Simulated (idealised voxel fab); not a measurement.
You're looking at the process module voxel ribs on slabs.
For reference, the cross-section in this document is cut, with width 270 nm and square cells of 5 nm.
Cross-section, as written here: a square-cell grid given band by band from the top down, where a band holds one or more rows of cells.
Per band: top height and bottom height in nm, followed by the left-to-right materials and their widths in nm; "edge to edge" marks a single material spanning edge to edge, "air" marks empty space.
The reference from which all heights are counted is 0, the level beneath which the as-received wafer is entirely one material; the lowest band, having no lower bound, proceeds downward and is written after the example "0..down".
Read "30..40" as a graded width: first number on top, second number at the bottom, same change between each pair of neighbouring rows.
The cross-section has no changed cell in any step marked "no modification".
"Enclosed voids" enumerates empty spaces isolated from the top, with no open way to it, that contain at least 8 cells, giving each as width x height at distance from the left edge, all three in nm.
Past the settings on a step's line: simulator remark, on that step.
A step line may carry the setting "overlay nm", which, for steps involving a mask, states the distance by which the mask lay to the right of its intended position; negative values denote displacement to the left.
## Here's what the planned process steps look like
1. op RECEIVE | material Si
2. op DIRECTIONAL_DEP | material SiO2 | thk nm 30
3. op DIRECTIONAL_DEP | material polySi | thk nm 20
4. op PATTERN | tone cover | mask id RIB | material resist | width nm 30 | thk nm 20 | overlay nm 0
5. op DIRECTIONAL_ETCH | etch materials polySi | depth nm 10
6. op STRIP | etch materials resist
7. op MASKED_ETCH | tone cover | mask id SLAB | width nm 60 | etch materials polySi | depth nm 10 | overlay nm 0
8. op FILL_DEP | material SiO2 | thk nm 20
9. op CMP | height nm 60
10. op DIRECTIONAL_DEP | material W | thk nm 5
11. op MASKED_ETCH | tone cover | mask id HEATER | width nm 40 | etch materials W | depth nm 5 | overlay nm 0
12. op CONFORMAL_DEP | material SiO2 | thk nm 5
All wafers enter the flow in the same state. The thk nm at step 12 differs from wafer to wafer, and the plan gives the value for the first wafer.
## Cross-section of the first of several received wafers, showing its state after step 1
* 0..down  Si edge to edge
* Enclosed voids: none
## Cross-section of the first of several wafers, taken after step 12, where the module ends
* 70..65  air: 110 / SiO2: 50 / air: 110
* 65..60  SiO2: 115 / W: 40 / SiO2: 115
* 60..50  SiO2 edge to edge
* 50..40  SiO2: 120 / polySi: 30 / SiO2: 120
* 40..30  SiO2: 105 / polySi: 60 / SiO2: 105
* 30..0  SiO2 edge to edge
* 0..down  Si edge to edge
* Enclosed voids: none
## Last-wafer cross-section at the end of the module
* 85..80  air: 95 / SiO2: 80 / air: 95
* 80..65  SiO2 edge to edge
* 65..60  SiO2: 115 / W: 40 / SiO2: 115
* 60..50  SiO2 edge to edge
* 50..40  SiO2: 120 / polySi: 30 / SiO2: 120
* 40..30  SiO2: 105 / polySi: 60 / SiO2: 105
* 30..0  SiO2 edge to edge
* 0..down  Si edge to edge
* Enclosed voids: none
## Note: the following table is arranged by wafer, a row apiece. Each row reports the end-of-module state: per material, cells gained (+) or cells lost (-) compared with the wafer as received; closed voids follow
thk nm 5, +668 SiO2, +8 W, +36 polySi, Enclosed voids: none
thk nm 10, +724 SiO2, +8 W, +36 polySi, Enclosed voids: none
thk nm 15, +780 SiO2, +8 W, +36 polySi, Enclosed voids: none
thk nm 20, +836 SiO2, +8 W, +36 polySi, Enclosed voids: none
